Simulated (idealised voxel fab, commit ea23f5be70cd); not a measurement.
This section sets out a process module, namely voxel tone inversion.
For reference, the cross-section in this document is cut, with width 200 nm and square cells of 5 nm.
A cross-section in this document is a grid of square cells, and it is written down as bands, the top band listed before the ones below it; a band is made up of one or more rows of cells.
A band entry consists of two parts. The first gives the height of the band's top and the height of its bottom, in nm. The rest lists the band's materials from left to right, each with its width in nm. A single material labelled with the word "full width" fills the band from edge to edge, and the word "blank" marks empty space.
Counting heights begins at 0, where everything beneath is, in the wafer as received, one material. The lowest band has no bottom; it goes on downwards, as "0 and below" shows.
A two-number width, for instance "30..40", indicates that the width is equal to the first number in the top row of the band and to the second number in the bottom row, and that it changes by a constant amount per row of cells.
Reading "same as before" for a step: not a cell of the cross-section changed in it.
For the entry "Sealed voids", the listed items are empty spaces with no open way to the top whose size is 8 cells or more; each item follows the pattern width x height at distance, where distance is from the left edge and all three are in nm.
Note: text after step settings on the step line = simulator remark on that step.
Among the settings permitted on a step's line is "overlay nm"; applied to a step with a mask, it specifies the extent to which the mask lay to the right of its planned position, whereas a negative figure signifies a position to the left.

The planned process steps are enumerated hereunder:
1 RECEIVE: material Si
2 CONFORMAL_DEP: material SiN, thk nm 5
3 DIRECTIONAL_DEP: material aC, thk nm 20
4 PATTERN: tone cover, mask id POSTS, material resist, width nm 20, pitch nm 35, thk nm 30, overlay nm 0
5 DIRECTIONAL_ETCH: etch materials aC, depth nm 20
6 STRIP: etch materials resist
7 FILL_DEP: material SiO2, thk nm 10
8 CMP: height nm 25
9 STRIP: etch materials aC
10 CONFORMAL_DEP: material TiN, thk nm 5
11 FILL_DEP: material W, thk nm 10
12 CMP: height nm 25
13 CONFORMAL_DEP: material SiCN, thk nm 5

Wafer as received: cross-section following step 1:
    0 and below: Si full width
    Sealed voids: none

End-of-module XS, first of two wafers, run as planned:
    30 down to 25: SiCN full width
    25 down to 10: SiO2 (55), then TiN (5), then W (10), then TiN (5), then SiO2 (15), then TiN (5), then W (10), then TiN (5), then SiO2 (15), then TiN (5), then W (10), then TiN (5), then SiO2 (55)
    10 down to 5: SiO2 (55), then TiN (20), then SiO2 (15), then TiN (20), then SiO2 (15), then TiN (20), then SiO2 (55)
    5 down to 0: SiN full width
    0 and below: Si full width
    Sealed voids: none

Second wafer of the two, sectioned at the end of the module. It began like the first and followed the same plan, but one mistake was made while running it:
    30 down to 25: SiCN full width
    25 down to 20: SiN full width
    20 down to 0: aC full width
    0 and below: Si full width
    Sealed voids: none
What was the processing mistake? ran 2 and 3 in swapped order versus the plan
Count the cells at the end and the second wafer has more or fewer of some materials than the first: SiO2: 112 fewer, TiN: 30 fewer, W: 18 fewer, aC: 160 more
